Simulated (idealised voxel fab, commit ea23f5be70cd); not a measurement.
Proc. module: voxel self aligned contacts
The figure presents cross-section cut, which has a width of 180 nm and is divided into square cells with an edge length of 5 nm.
Cross-section format: a grid of square cells, given as bands from top to bottom; each band is one or more rows of cells. First you get the band's top height and its bottom height, in nm, and then the materials it's made of, left to right, with each width in nm. If you see a single material with "all across", that one covers the band edge to edge. "empty" is empty space. Heights are reckoned from 0. Under this level, the received wafer is all of one material. The bottommost band is open-ended downward, for example "0 nm and below". Think of "30..40" as a width that walks from the first number to the second as you go down the band, top row to bottom row, taking equal-sized steps from row to row. "nothing different" after a step means that no cell of the cross-section changed. "Completely sealed voids": sealed empty spaces, 8 cells or more, no open way to top, listed width x height at distance, with distance from the left edge and width, height and distance in nm. Text after the settings on a step's line: the simulator's own remark on that step. overlay nm: how far to the right of its planned place the mask lay on this masked step (negative: to the left).

**The process steps that were planned are listed below**
1: RECEIVE (material Si)
2: OXIDIZE (depth nm 5)
3: DIRECTIONAL_DEP (material polySi; thk nm 20)
4: DIRECTIONAL_DEP (material SiN; thk nm 20)
5: MASKED_ETCH (tone cover; mask id GATE; width nm 25; pitch nm 60; etch materials SiN; depth nm 20; overlay nm 0)
6: MASKED_ETCH (tone cover; mask id GATE; width nm 15; pitch nm 60; etch materials polySi; depth nm 20; overlay nm 0)
7: CONFORMAL_DEP (material SiN; thk nm 5)
8: DIRECTIONAL_ETCH (etch materials SiN; depth nm 5)
9: FILL_DEP (material SiO2; thk nm 15)
10: CMP (height nm 45)
11: PATTERN (tone open; mask id CONTACT; material resist; width nm 45; pitch nm 60; thk nm 15; overlay nm 0)
12: DIRECTIONAL_ETCH (etch materials SiO2; depth nm 50)
13: STRIP (etch materials resist)
14: CONFORMAL_DEP (material TiN; thk nm 5)
15: FILL_DEP (material Ru; thk nm 10)
16: CMP (height nm 45)
17: CONFORMAL_DEP (material SiCN; thk nm 5)
For clarity, it should be stated that the wafers under discussion commence in an identical condition and differ with respect to the width nm of step 6, the plan indicating the value that the first wafer had.

**Cross-sectional view of the first of several wafers in the as-received condition, corresponding to the state following step 1**
	0 nm and below  Si all across
	Completely sealed voids: none

**Below, a row for every wafer. Read it as the end-of-module picture: for each material the wafer shows its cells gained (+) or lost (-) since it was received, and then its closed voids**
width nm 15; +54 Ru; -36 Si; +36 SiCN; +108 SiN; +84 SiO2; +54 TiN; +60 polySi; Completely sealed voids: none
width nm 20; +54 Ru; -36 Si; +36 SiCN; +108 SiN; +84 SiO2; +54 TiN; +60 polySi; Completely sealed voids: none
width nm 25; +54 Ru; -36 Si; +36 SiCN; +108 SiN; +84 SiO2; +54 TiN; +60 polySi; Completely sealed voids: none
width nm 30; +44 Ru; -36 Si; +36 SiCN; +108 SiN; +82 SiO2; +54 TiN; +72 polySi; Completely sealed voids: none
